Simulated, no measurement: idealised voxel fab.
A process module follows: voxel capacitor over wiring.
The cross-section on display is named cut; it measures 150 nm wide, and its cells are 5 nm squares.
A cross-section is written here as square cells arranged in a grid, and it is given in bands from the top down, each band taking up one or more rows of cells. Band: top and bottom heights (nm) first, top before bottom; then materials from left to right, widths in nm. "all across" marks a sole material filling the band edge to edge. "blank" denotes empty space. Height reference: 0 = level under which incoming wafer is all one material. Lowest band: no bottom, runs on downward, e.g. "0 -> down". A two-number width, for instance "30 to 40", indicates that the width is equal to the first number in the top row of the band and to the second number in the bottom row, and that it changes by a constant amount per row of cells. "no change occurred", as given for a step, is the statement that not any cell of the cross-section underwent a change during that step. In "Sealed voids" the enclosed voids are listed, meaning empty spaces of 8 cells or larger without any opening to the top. The form is width x height at distance, distance from the left edge, units nm. What comes after the settings on a step's line is commentary from the simulator itself on that step. overlay nm: where the mask lay relative to plan, measured to the right, on steps with a mask; negatives go left.
**Process steps - plan**
1: RECEIVE | material Si
2: CONFORMAL_DEP | material SiO2 | thk nm 15
3: CONFORMAL_DEP | material SiN | thk nm 5
4: DIRECTIONAL_DEP | material lowk | thk nm 20
5: PATTERN | tone open | mask id METAL_1 | material resist | width nm 25 | pitch nm 90 | thk nm 20 | overlay nm 0
6: DIRECTIONAL_ETCH | etch materials lowk | depth nm 20
7: DIRECTIONAL_ETCH | etch materials SiN | depth nm 5
8: STRIP | etch materials resist
9: CONFORMAL_DEP | material TiN | thk nm 5
10: FILL_DEP | material W | thk nm 5
11: CMP | height nm 40
12: CONFORMAL_DEP | material SiCN | thk nm 5
13: DIRECTIONAL_DEP | material lowk | thk nm 20
14: DIRECTIONAL_DEP | material aC | thk nm 15
15: PATTERN | tone open | mask id PLUG_1 | material resist | width nm 15 | thk nm 35 | overlay nm 0
16: DIRECTIONAL_ETCH | etch materials aC | depth nm 15
17: STRIP | etch materials resist
18: DIRECTIONAL_ETCH | etch materials lowk | depth nm 20
19: DIRECTIONAL_ETCH | etch materials SiCN | depth nm 5
20: STRIP | etch materials aC
21: EPI | material Ru | thk nm 10
22: EPI | material Ru | thk nm 10
23: EPI | material Ru | thk nm 5
24: DIRECTIONAL_DEP | material TiN | thk nm 10
25: DIRECTIONAL_DEP | material Al2O3 | thk nm 5
26: DIRECTIONAL_DEP | material TiN | thk nm 5
27: PATTERN | tone cover | mask id UPPER_PLATE | material resist | width nm 70 | thk nm 20 | overlay nm 0
28: DIRECTIONAL_ETCH | etch materials TiN | depth nm 5
29: DIRECTIONAL_ETCH | etch materials Al2O3 | depth nm 5
30: STRIP | etch materials resist
31: DIRECTIONAL_DEP | material aC | thk nm 10
32: PATTERN | tone cover | mask id LOWER_PLATE | material resist | width nm 80 | thk nm 25 | overlay nm 0
33: DIRECTIONAL_ETCH | etch materials aC | depth nm 10
34: STRIP | etch materials resist
35: DIRECTIONAL_ETCH | etch materials TiN | depth nm 10
36: STRIP | etch materials aC
37: FILL_DEP | material SiO2 | thk nm 20
38: CMP | height nm 100
39: DIRECTIONAL_DEP | material aC | thk nm 15
40: PATTERN | tone open | mask id PLUG_2 | material resist | width nm 15 | thk nm 30 | overlay nm 0
41: DIRECTIONAL_ETCH | etch materials aC | depth nm 15
42: STRIP | etch materials resist
43: DIRECTIONAL_ETCH | etch materials SiO2 | depth nm 15
44: STRIP | etch materials aC
45: CONFORMAL_DEP | material TiN | thk nm 5
46: FILL_DEP | material Cu | thk nm 10
47: CMP | height nm 100
48: CONFORMAL_DEP | material SiCN | thk nm 5
**The cross-section here shows the wafer as received, i.e. in its state after step 1**
- 0 -> down  Si all across
- Sealed voids: none
**Below is the wafer in cross-section after the module was completed. It began from the starting point shown above and followed the plan shown above, except that one mistake was made while running it**
- 105 -> 100  SiCN all across
- 100 -> 90  SiO2: 35 | TiN: 5 | Cu: 5 | TiN: 5 | SiO2: 100
- 90 -> 80  SiO2: 35 to 40 | TiN: 15 to 55 | SiO2: 100 to 55
- 80 -> 75  SiO2: 40 | Al2O3: 55 | SiO2: 55
- 75 -> 70  SiO2: 20 | TiN: 80 | SiO2: 50
- 70 -> 65  SiO2: 20 | TiN: 5 | Al2O3: 15 | TiN: 60 | SiO2: 50
- 65 -> 55  lowk: 25 | TiN: 15 | lowk: 110
- 55 -> 45  lowk: 25 | Ru: 15 | lowk: 110
- 45 -> 40  SiCN: 25 | Ru: 15 | SiCN: 110
- 40 -> 20  lowk: 15 | TiN: 5 | W: 15 | TiN: 5 | lowk: 65 | TiN: 5 | W: 15 | TiN: 5 | lowk: 20
- 20 -> 15  SiN: 15 | TiN: 25 | SiN: 65 | TiN: 25 | SiN: 20
- 15 -> 0  SiO2 all across
- 0 -> down  Si all across
- Sealed voids: none
What was done differently from what was planned? with steps 21 and 22 being identical, the one that was left out cannot be pinpointed
